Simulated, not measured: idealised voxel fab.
Proc. module: voxel ribs on slabs
Cross-sectional view cut (width: 295 nm; square cell size: 5 nm).
Each cross-section below is a grid of square cells, stated as bands in top-down order, with one or more rows of cells making up each band. First you get the band's top height and its bottom height, in nm, and then the materials it's made of, left to right, with each width in nm. If you see a single material with "full width", that one covers the band edge to edge. "empty" is empty space. Where do heights start? At 0: under that level the wafer as delivered is made of one material only. And the lowest band has no floor; it just carries on downward, as in "0 nm and below". Note: "30->40" means the width goes from the first number (top row of the band) to the second number (bottom row) in equal steps per row of cells. Reading "no change occurred" for a step: not a cell of the cross-section changed in it. If an empty space has no open way to the top and is at least 8 cells in size, "Enclosed void inventory" lists it, written width x height at distance, where distance is measured from the left edge and every value is in nm. That trailing text on a step's line, after the settings, is the simulator's own remark on the step. Steps that use a mask can have "overlay nm" on their line. It says how far the mask sat to the right of where it was meant to be. Negative means to the left.
# Steps planned for the process
1. op RECEIVE | material Si
2. op DIRECTIONAL_DEP | material SiO2 | thk nm 20
3. op DIRECTIONAL_DEP | material SiN | thk nm 25
4. op MASKED_ETCH | tone cover | mask id RIB | width nm 30 | etch materials SiN | depth nm 5 | overlay nm 0
5. op PATTERN | tone cover | mask id SLAB | material resist | width nm 60 | thk nm 20 | overlay nm 0
6. op DIRECTIONAL_ETCH | etch materials SiN | depth nm 20
7. op STRIP | etch materials resist
8. op FILL_DEP | material SiO2 | thk nm 25
9. op CMP | height nm 65
10. op DIRECTIONAL_DEP | material W | thk nm 5
11. op DIRECTIONAL_DEP | material aC | thk nm 10
12. op PATTERN | tone cover | mask id HEATER | material resist | width nm 40 | thk nm 30 | overlay nm 0
13. op DIRECTIONAL_ETCH | etch materials aC | depth nm 10
14. op STRIP | etch materials resist
15. op DIRECTIONAL_ETCH | etch materials W | depth nm 5
16. op STRIP | etch materials aC
17. op CONFORMAL_DEP | material SiO2 | thk nm 5
# As received (post step 1): cross-section
	0 nm and below = Si full width
	Enclosed void inventory: none
# Module complete - cross-section of the first of two wafers, run according to plan
	75 nm to 70 nm = 120 nm empty, then 50 nm SiO2, then 125 nm empty
	70 nm to 65 nm = 125 nm SiO2, then 40 nm W, then 130 nm SiO2
	65 nm to 45 nm = SiO2 full width
	45 nm to 40 nm = 130 nm SiO2, then 30 nm SiN, then 135 nm SiO2
	40 nm to 20 nm = 115 nm SiO2, then 60 nm SiN, then 120 nm SiO2
	20 nm to 0 nm = SiO2 full width
	0 nm and below = Si full width
	Enclosed void inventory: none
# Second of two wafers, module complete, sectioned: it shares the first wafer's start and plan but was run with one mistake
	80 nm to 75 nm = SiO2 full width
	75 nm to 65 nm = W full width
	65 nm to 45 nm = SiO2 full width
	45 nm to 40 nm = 130 nm SiO2, then 30 nm SiN, then 135 nm SiO2
	40 nm to 20 nm = 115 nm SiO2, then 60 nm SiN, then 120 nm SiO2
	20 nm to 0 nm = SiO2 full width
	0 nm and below = Si full width
	Enclosed void inventory: none
What was done differently from what was planned? off-plan run, step 11, actual operation and settings op DIRECTIONAL_DEP | material W | thk nm 10
Final cells, second wafer relative to first, materials higher or lower: SiO2 -2 | W +110
